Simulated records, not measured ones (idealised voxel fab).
Herein follows the process module entitled voxel capacitor over wiring.
Cross-section cut: width 230 nm, square cells of 5 nm.
The cross-sections in this document take the form of a grid made of square cells. They are written out as bands, in order from top to bottom. Each band consists of one or more rows of cells. Band entry format. Leading values: height of top, height of bottom, nm. Remainder: materials in left-to-right order, each with its width in nm. Special words: "all across" on a single material, which then fills the band edge to edge; "air", empty space. Heights are measured from 0, the level below which the as-received wafer is all one material; the lowest band has no bottom and continues downward, written as in "0 and below". The width entry "30..40" should be interpreted row by row: the top row of cells in the band takes the first number, the bottom row takes the second number, and the change between adjacent rows is uniform throughout. "no modifications" -> step changed no cross-section cell. Entry "Internal closed voids" = empty spaces >= 8 cells with no open way to the top; each as width x height at distance, distance from left edge, all nm. On each step's line, the part that comes after the settings is the simulator's own comment on the step. overlay nm, on a step with a mask: how far to the right of its planned place the mask lay; to the left if negative.
**List of planned process steps**
1 RECEIVE, material Si
2 CONFORMAL_DEP, material SiO2, thk nm 10
3 DIRECTIONAL_DEP, material TiN, thk nm 5
4 DIRECTIONAL_DEP, material W, thk nm 25
5 DIRECTIONAL_DEP, material aC, thk nm 10
6 PATTERN, tone cover, mask id METAL_1, material resist, width nm 30, pitch nm 85, thk nm 30, overlay nm 0
7 DIRECTIONAL_ETCH, etch materials aC, depth nm 10
8 STRIP, etch materials resist
9 DIRECTIONAL_ETCH, etch materials W, depth nm 25
10 DIRECTIONAL_ETCH, etch materials TiN, depth nm 5
11 STRIP, etch materials aC
12 FILL_DEP, material SiO2, thk nm 5
13 CMP, height nm 40
14 CONFORMAL_DEP, material SiCN, thk nm 5
15 DIRECTIONAL_DEP, material SiO2, thk nm 20
16 PATTERN, tone open, mask id PLUG_1, material resist, width nm 15, thk nm 20, overlay nm 0
17 DIRECTIONAL_ETCH, etch materials SiO2, depth nm 20
18 DIRECTIONAL_ETCH, etch materials SiCN, depth nm 5
19 STRIP, etch materials resist
20 CONFORMAL_DEP, material TiN, thk nm 5
21 FILL_DEP, material Ru, thk nm 10
22 CMP, height nm 65
23 DIRECTIONAL_DEP, material TiN, thk nm 10
24 DIRECTIONAL_DEP, material SiN, thk nm 5
25 DIRECTIONAL_DEP, material TiN, thk nm 10
26 PATTERN, tone cover, mask id UPPER_PLATE, material resist, width nm 60, thk nm 20, overlay nm 0
27 DIRECTIONAL_ETCH, etch materials TiN, depth nm 10
28 DIRECTIONAL_ETCH, etch materials SiN, depth nm 5
29 STRIP, etch materials resist
30 PATTERN, tone cover, mask id LOWER_PLATE, material resist, width nm 70, thk nm 15, overlay nm 0
31 DIRECTIONAL_ETCH, etch materials TiN, depth nm 10
32 STRIP, etch materials resist
33 FILL_DEP, material SiO2, thk nm 15
34 CMP, height nm 100
35 PATTERN, tone open, mask id PLUG_2, material resist, width nm 15, thk nm 20, overlay nm 0
36 DIRECTIONAL_ETCH, etch materials SiO2, depth nm 10
37 STRIP, etch materials resist
38 CONFORMAL_DEP, material TiN, thk nm 5
39 FILL_DEP, material W, thk nm 10
40 CMP, height nm 100
41 CONFORMAL_DEP, material SiN, thk nm 5
**So this is the incoming wafer in cross-section - it's already been through step 1**
0 and below  Si all across
Internal closed voids: none
**Cross-sectional view of the first of the two wafers upon completion of the module, processed in accordance with the plan**
105 down to 100  SiN all across
100 down to 95  SiO2 (80) / TiN (5) / W (5) / TiN (5) / SiO2 (135)
95 down to 90  SiO2 (80) / TiN (15) / SiO2 (135)
90 down to 80  SiO2 (70) / TiN (60) / SiO2 (100)
80 down to 75  SiO2 (70) / SiN (60) / SiO2 (100)
75 down to 65  SiO2 (65) / TiN (70) / SiO2 (95)
65 down to 45  SiO2 (70) / TiN (5) / Ru (5) / TiN (5) / SiO2 (145)
45 down to 40  SiCN (70) / TiN (15) / SiCN (145)
40 down to 15  SiO2 (55) / W (30) / SiO2 (55) / W (30) / SiO2 (60)
15 down to 10  SiO2 (55) / TiN (30) / SiO2 (55) / TiN (30) / SiO2 (60)
10 down to 0  SiO2 all across
0 and below  Si all across
Internal closed voids: none
**So this is wafer number two of the two, cut at the end of the module - it started where the first did and had the same plan, we just got one thing wrong running it**
105 down to 100  SiN all across
100 down to 95  SiO2 (80) / TiN (5) / W (5) / TiN (5) / SiO2 (135)
95 down to 90  SiO2 (80) / TiN (15) / SiO2 (135)
90 down to 80  SiO2 (70) / TiN (60) / SiO2 (100)
80 down to 70  SiO2 (65) / TiN (70) / SiO2 (95)
70 down to 65  SiN all across
65 down to 45  SiO2 (70) / TiN (5) / Ru (5) / TiN (5) / SiO2 (145)
45 down to 40  SiCN (70) / TiN (15) / SiCN (145)
40 down to 15  SiO2 (55) / W (30) / SiO2 (55) / W (30) / SiO2 (60)
15 down to 10  SiO2 (55) / TiN (30) / SiO2 (55) / TiN (30) / SiO2 (60)
10 down to 0  SiO2 all across
0 and below  Si all across
Internal closed voids: none
Deviation from plan: steps 23 and 24 of the plan were run in the wrong order, each in the other's place
Final cells, second wafer relative to first, materials higher or lower: SiN +34 | SiO2 -34
